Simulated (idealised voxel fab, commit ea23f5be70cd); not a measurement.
Module name: voxel air gaps (process module)
Cross-section cut: width 285 nm, square cells of 5 nm.
Just so we're on the same page, the cross-sections are grids of square cells, and they're listed out in bands top to bottom, each band one or more rows deep.
The entry gives the band's vertical extent as a top height and a bottom height in nm, then its horizontal make-up as materials from left to right, each with a width in nm. "blank" stands for empty space; a single material marked "throughout" fills the band edge to edge.
It should be noted that heights are counted from 0, beneath which the wafer as supplied is of one material throughout, and that the lowest band possesses no lower boundary but continues downward, as written in "0 -> down".
Think of "30 to 40" as a width that walks from the first number to the second as you go down the band, top row to bottom row, taking equal-sized steps from row to row.
Any step labelled "remains unaltered" changed none of the cells in the cross-section.
Empty spaces counting at least 8 cells and having no open way to the top are listed in "Enclosed internal voids". The notation width x height at distance is used for each, the distance being from the left edge and all three values in nm.
Anything after a step's settings on that line? It's the simulator's own note about the step.
Steps that use a mask can have "overlay nm" on their line. It says how far the mask sat to the right of where it was meant to be. Negative means to the left.
# Planned process steps
step 1: RECEIVE (material Si)
step 2: CONFORMAL_DEP (material SiO2; thk nm 10)
step 3: CONFORMAL_DEP (material SiN; thk nm 5)
step 4: DIRECTIONAL_DEP (material SiO2; thk nm 30)
step 5: DIRECTIONAL_DEP (material aC; thk nm 15)
step 6: PATTERN (tone open; mask id LINES; material resist; width nm 15; pitch nm 50; thk nm 30; overlay nm 0)
step 7: DIRECTIONAL_ETCH (etch materials aC; depth nm 15)
step 8: STRIP (etch materials resist)
step 9: DIRECTIONAL_ETCH (etch materials SiO2; depth nm 30)
step 10: STRIP (etch materials aC)
step 11: CONFORMAL_DEP (material TiN; thk nm 5)
step 12: FILL_DEP (material Cu; thk nm 5)
step 13: CMP (height nm 45)
step 14: EPI (material Ru; thk nm 10)
step 15: SELECTIVE_ETCH (etch materials SiO2; depth nm 40)
step 16: CONFORMAL_DEP (material SiN; thk nm 5)
Wafer-to-wafer difference: width nm, step 6. Common start. Plan = first wafer's value.
# The as-received cross-section of the first of several wafers corresponds to the state after step 1
    0 -> down | Si throughout
    Enclosed internal voids: none
# The following table contains a row per wafer, in which are reported, at the conclusion of the module, the cells of each material gained (+) or lost (-) since the wafer's receipt, with its closed voids given thereafter
width nm 15; +20 Cu; +56 Ru; +210 SiN; +114 SiO2; +52 TiN; Enclosed internal voids: none
width nm 20; +40 Cu; +64 Ru; +210 SiN; +114 SiO2; +56 TiN; Enclosed internal voids: 20 x 20 at 85; 20 x 20 at 135; 20 x 20 at 185
width nm 25; +60 Cu; +72 Ru; +198 SiN; +114 SiO2; +60 TiN; Enclosed internal voids: 15 x 20 at 85; 15 x 20 at 135; 15 x 20 at 185
width nm 30; +80 Cu; +80 Ru; +138 SiN; +186 SiO2; +64 TiN; Enclosed internal voids: none
width nm 35; +100 Cu; +82 Ru; +138 SiN; +168 SiO2; +68 TiN; Enclosed internal voids: none
